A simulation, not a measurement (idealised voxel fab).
process module | voxel transistor to metal
cross-section cut | 185 nm wide | cells 5 nm
A cross-section is a grid of square cells, given in bands from the top down. A band is one or more rows of cells.
Each band's line starts with the height of the band's top and of its bottom, in nm. Then come its materials from left to right, each with its width in nm. One material with "throughout" fills the band from edge to edge. "air" is empty space.
Height 0 is the level under which the wafer as received is all one material. The lowest band goes on downwards, as in "0 down".
A width such as "30 to 40" changes by the same amount from each row of cells to the next, from the band's top row to its bottom row.
"no change" after a step means that no cell of the cross-section changed.
closed voids: empty space of 8 cells or more with no open way to the top, each as width x height at its distance from the left edge, in nm
after a step's settings: what the simulator itself notes on the step
overlay nm, on a step with a mask: how far to the right of its planned place the mask lay; to the left if negative
plan
1 op RECEIVE | material Si
2 op OXIDIZE | depth nm 5
3 op CONFORMAL_DEP | material SiN | thk nm 10
4 op MASKED_ETCH | tone cover | mask id ACTIVE | width nm 115 | etch materials SiN | depth nm 10 | overlay nm 0
5 op MASKED_ETCH | tone cover | mask id ACTIVE | width nm 115 | etch materials SiO2 | depth nm 5 | overlay nm 0
6 op MASKED_ETCH | tone cover | mask id ACTIVE | width nm 115 | etch materials Si | depth nm 35 | overlay nm 0
7 op OXIDIZE | depth nm 5
8 op FILL_DEP | material SiO2 | thk nm 10
9 op CMP | height nm 10
10 op SELECTIVE_ETCH | etch materials SiO2 | depth nm 10
11 op STRIP | etch materials SiN
12 op SELECTIVE_ETCH | etch materials SiO2 | depth nm 5
13 op OXIDIZE | depth nm 5
14 op DIRECTIONAL_DEP | material polySi | thk nm 25
15 op DIRECTIONAL_DEP | material SiCN | thk nm 15
16 op PATTERN | tone cover | mask id GATE | material resist | width nm 35 | thk nm 20 | overlay nm 0
17 op DIRECTIONAL_ETCH | etch materials SiCN | depth nm 25
18 op DIRECTIONAL_ETCH | etch materials polySi | depth nm 35
19 op STRIP | etch materials resist
20 op CONFORMAL_DEP | material SiN | thk nm 10
21 op DIRECTIONAL_ETCH | etch materials SiN | depth nm 10
22 op DIRECTIONAL_ETCH | etch materials SiO2 | depth nm 5
23 op DIRECTIONAL_ETCH | etch materials Si | depth nm 15
24 op EPI | material pSi | thk nm 15
25 op FILL_DEP | material SiO2 | thk nm 10
26 op CMP | height nm 20
27 op STRIP | etch materials polySi
28 op SELECTIVE_ETCH | etch materials SiO2 | depth nm 5
29 op CONFORMAL_DEP | material HfO2 | thk nm 5
30 op CONFORMAL_DEP | material TiN | thk nm 5
31 op FILL_DEP | material W | thk nm 10
32 op CMP | height nm 15
33 op DIRECTIONAL_DEP | material SiO2 | thk nm 10
34 op PATTERN | tone open | mask id CONTACT | material resist | width nm 15 | pitch nm 80 | thk nm 20 | overlay nm 0
35 op DIRECTIONAL_ETCH | etch materials SiO2 | depth nm 35
36 op STRIP | etch materials resist
37 op CONFORMAL_DEP | material TiN | thk nm 5
38 op FILL_DEP | material W | thk nm 5
39 op CMP | height nm 25
40 op CONFORMAL_DEP | material SiN | thk nm 5
41 op DIRECTIONAL_DEP | material SiO2 | thk nm 15
42 op MASKED_ETCH | tone open | mask id METAL_1 | width nm 15 | pitch nm 80 | etch materials SiO2 | depth nm 5 | overlay nm 0
43 op MASKED_ETCH | tone open | mask id METAL_1 | width nm 15 | pitch nm 80 | etch materials SiN | depth nm 5 | overlay nm 0
44 op CONFORMAL_DEP | material TiN | thk nm 5
45 op FILL_DEP | material Cu | thk nm 10
46 op CMP | height nm 45
47 op CONFORMAL_DEP | material SiCN | thk nm 5
48 op DIRECTIONAL_DEP | material SiO2 | thk nm 30
49 op MASKED_ETCH | tone open | mask id METAL_2 | width nm 15 | pitch nm 80 | etch materials SiO2 | depth nm 20 | overlay nm 0
50 op PATTERN | tone open | mask id METAL_2_HOLES | material resist | width nm 15 | pitch nm 80 | thk nm 20 | overlay nm 0
51 op DIRECTIONAL_ETCH | etch materials SiO2 | depth nm 10
52 op DIRECTIONAL_ETCH | etch materials SiCN | depth nm 5
53 op STRIP | etch materials resist
54 op CONFORMAL_DEP | material TiN | thk nm 5
55 op FILL_DEP | material Cu | thk nm 10
56 op CMP | height nm 80
57 op CONFORMAL_DEP | material SiN | thk nm 5
varied across the wafers: depth nm of step 42. The plan shows the first wafer's value. All wafers start alike
first wafer as received, after step 1
  0 down: Si throughout
  closed voids: none
first wafer at the end, after step 57
  85 to 80: SiN throughout
  80 to 50: SiO2 45 | TiN 5 | Cu 5 | TiN 5 | SiO2 65 | TiN 5 | Cu 5 | TiN 5 | SiO2 45
  50 to 45: SiCN 45 | TiN 15 | SiCN 65 | TiN 15 | SiCN 45
  45 to 40: SiO2 45 | TiN 15 | SiO2 65 | TiN 15 | SiO2 45
  40 to 30: SiO2 throughout
  30 to 25: SiN throughout
  25 to 15: SiO2 45 | TiN 5 | W 5 | TiN 5 | SiO2 65 | TiN 5 | W 5 | TiN 5 | SiO2 45
  15 to 10: SiO2 45 | TiN 5 | W 5 | TiN 5 | SiO2 5 | SiN 10 | HfO2 5 | TiN 5 | W 15 | TiN 5 | HfO2 5 | SiN 10 | SiO2 5 | TiN 5 | W 5 | TiN 5 | SiO2 45
  10 to 5: SiO2 45 | TiN 15 | SiO2 5 | SiN 10 | HfO2 5 | TiN 5 | W 15 | TiN 5 | HfO2 5 | SiN 10 | SiO2 5 | TiN 15 | SiO2 45
  5 to 0: SiO2 45 | TiN 5 | pSi 15 | SiN 10 | HfO2 5 | TiN 5 | W 15 | TiN 5 | HfO2 5 | SiN 10 | pSi 15 | TiN 5 | SiO2 45
  0 to -5: SiO2 45 | TiN 5 | pSi 15 | SiN 10 | HfO2 5 | TiN 25 | HfO2 5 | SiN 10 | pSi 15 | TiN 5 | SiO2 45
  -5 to -10: SiO2 45 | TiN 5 | pSi 15 | SiO2 5 | HfO2 45 | SiO2 5 | pSi 15 | TiN 5 | SiO2 45
  -10 to -25: SiO2 40 | pSi 25 | Si 55 | pSi 25 | SiO2 40
  -25 to -45: SiO2 40 | Si 105 | SiO2 40
  -45 down: Si throughout
  closed voids: none
last wafer at the end
  85 to 80: SiN throughout
  80 to 50: SiO2 45 | TiN 5 | Cu 5 | TiN 5 | SiO2 65 | TiN 5 | Cu 5 | TiN 5 | SiO2 45
  50 to 45: SiCN 45 | TiN 15 | SiCN 65 | TiN 15 | SiCN 45
  45 to 30: SiO2 45 | TiN 5 | Cu 5 | TiN 5 | SiO2 65 | TiN 5 | Cu 5 | TiN 5 | SiO2 45
  30 to 25: SiN 45 | TiN 15 | SiN 65 | TiN 15 | SiN 45
  25 to 15: SiO2 45 | TiN 5 | W 5 | TiN 5 | SiO2 65 | TiN 5 | W 5 | TiN 5 | SiO2 45
  15 to 10: SiO2 45 | TiN 5 | W 5 | TiN 5 | SiO2 5 | SiN 10 | HfO2 5 | TiN 5 | W 15 | TiN 5 | HfO2 5 | SiN 10 | SiO2 5 | TiN 5 | W 5 | TiN 5 | SiO2 45
  10 to 5: SiO2 45 | TiN 15 | SiO2 5 | SiN 10 | HfO2 5 | TiN 5 | W 15 | TiN 5 | HfO2 5 | SiN 10 | SiO2 5 | TiN 15 | SiO2 45
  5 to 0: SiO2 45 | TiN 5 | pSi 15 | SiN 10 | HfO2 5 | TiN 5 | W 15 | TiN 5 | HfO2 5 | SiN 10 | pSi 15 | TiN 5 | SiO2 45
  0 to -5: SiO2 45 | TiN 5 | pSi 15 | SiN 10 | HfO2 5 | TiN 25 | HfO2 5 | SiN 10 | pSi 15 | TiN 5 | SiO2 45
  -5 to -10: SiO2 45 | TiN 5 | pSi 15 | SiO2 5 | HfO2 45 | SiO2 5 | pSi 15 | TiN 5 | SiO2 45
  -10 to -25: SiO2 40 | pSi 25 | Si 55 | pSi 25 | SiO2 40
  -25 to -45: SiO2 40 | Si 105 | SiO2 40
  -45 down: Si throughout
  closed voids: none
each wafer at the end: cells of each material gained (+) or lost (-) since it was received, then its closed voids
depth nm 5 | +12 Cu | +17 HfO2 | -216 Si | +31 SiCN | +90 SiN | +561 SiO2 | +71 TiN | +15 W | +48 pSi | closed voids: none
depth nm 10 | +14 Cu | +17 HfO2 | -216 Si | +31 SiCN | +90 SiN | +555 SiO2 | +75 TiN | +15 W | +48 pSi | closed voids: none
depth nm 15 | +18 Cu | +17 HfO2 | -216 Si | +31 SiCN | +84 SiN | +549 SiO2 | +83 TiN | +15 W | +48 pSi | closed voids: none
depth nm 20 | +18 Cu | +17 HfO2 | -216 Si | +31 SiCN | +84 SiN | +549 SiO2 | +83 TiN | +15 W | +48 pSi | closed voids: none
depth nm 25 | +18 Cu | +17 HfO2 | -216 Si | +31 SiCN | +84 SiN | +549 SiO2 | +83 TiN | +15 W | +48 pSi | closed voids: none
depth nm 30 | +18 Cu | +17 HfO2 | -216 Si | +31 SiCN | +84 SiN | +549 SiO2 | +83 TiN | +15 W | +48 pSi | closed voids: none
